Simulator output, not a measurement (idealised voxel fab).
Documented hereafter: the process module known as voxel self aligned contacts.
285 nm wide, 5 nm square cells: that's cross-section cut.
Notation: cross-section as square-cell grid; stated in bands, top first, going down; one or more cell rows per band. Band: top and bottom heights (nm) first, top before bottom; then materials from left to right, widths in nm. "all across" marks a sole material filling the band edge to edge. "empty" denotes empty space. A quick word on heights: they are counted from 0, and under that level the wafer as it came to us is one material throughout. The lowest band is different from the rest in having no bottom; it simply continues downward, written as in "top 0, no bottom". Think of "30->40" as a width that walks from the first number to the second as you go down the band, top row to bottom row, taking equal-sized steps from row to row. What does "nothing altered" mean for a step? It means no cell of the cross-section changed in that step. Entry "Sealed voids". Content: empty spaces with no open connection to the top, size 8 cells or greater. Each: width x height at distance. Distance: from left edge. Unit: nm. Formally, on a step line, whatever follows the settings is a remark that the simulator itself makes on the step. overlay nm: mask right of planned place by this much (step with mask). Neg. = left.

### The following list gives the planned process steps
1,RECEIVE [material Si]
2,OXIDIZE [depth nm 5]
3,DIRECTIONAL_DEP [material polySi] [thk nm 30]
4,DIRECTIONAL_DEP [material SiN] [thk nm 25]
5,PATTERN [tone cover] [mask id GATE] [material resist] [width nm 35] [pitch nm 75] [thk nm 20] [overlay nm 0]
6,DIRECTIONAL_ETCH [etch materials SiN] [depth nm 25]
7,DIRECTIONAL_ETCH [etch materials polySi] [depth nm 30]
8,STRIP [etch materials resist]
9,CONFORMAL_DEP [material SiN] [thk nm 10]
10,DIRECTIONAL_ETCH [etch materials SiN] [depth nm 10]
11,FILL_DEP [material SiO2] [thk nm 20]
12,CMP [height nm 65]
13,PATTERN [tone open] [mask id CONTACT] [material resist] [width nm 50] [pitch nm 75] [thk nm 15] [overlay nm 0]
14,DIRECTIONAL_ETCH [etch materials SiO2] [depth nm 70]
15,STRIP [etch materials resist]
16,CONFORMAL_DEP [material TiN] [thk nm 5]
17,FILL_DEP [material W] [thk nm 10]
18,CMP [height nm 65]
19,CONFORMAL_DEP [material SiN] [thk nm 5]

### Wafer as received: cross-section following step 1
top 0, no bottom  Si all across
Sealed voids: none

### Look at the cross-section after the module: the wafer started out the way shown above and the plan was the one shown above, yet one mistake was made along the way
top 70, bottom 65  SiN all across
top 65, bottom 55  80 SiO2, then 5->15 TiN, then 40->20 W, then 5->15 TiN, then 25 SiO2, then 5->15 TiN, then 40->20 W, then 5->15 TiN, then 80 SiO2
top 55, bottom 30  45 SiO2, then 45 SiN, then 5 TiN, then 20 W, then 5 TiN, then 45 SiN, then 5 TiN, then 20 W, then 5 TiN, then 45 SiN, then 45 SiO2
top 30, bottom 0  45 SiO2, then 10 SiN, then 25 polySi, then 10 SiN, then 5 TiN, then 20 W, then 5 TiN, then 10 SiN, then 25 polySi, then 10 SiN, then 5 TiN, then 20 W, then 5 TiN, then 10 SiN, then 25 polySi, then 10 SiN, then 45 SiO2
top 0, bottom -5  90 SiO2, then 30 TiN, then 45 SiO2, then 30 TiN, then 90 SiO2
top -5, no bottom  Si all across
Sealed voids: none
Nonconformance to the process plan: step 5 changed vs plan, executed as PATTERN [tone cover] [mask id GATE] [material resist] [width nm 25] [pitch nm 75] [thk nm 20] [overlay nm 0]
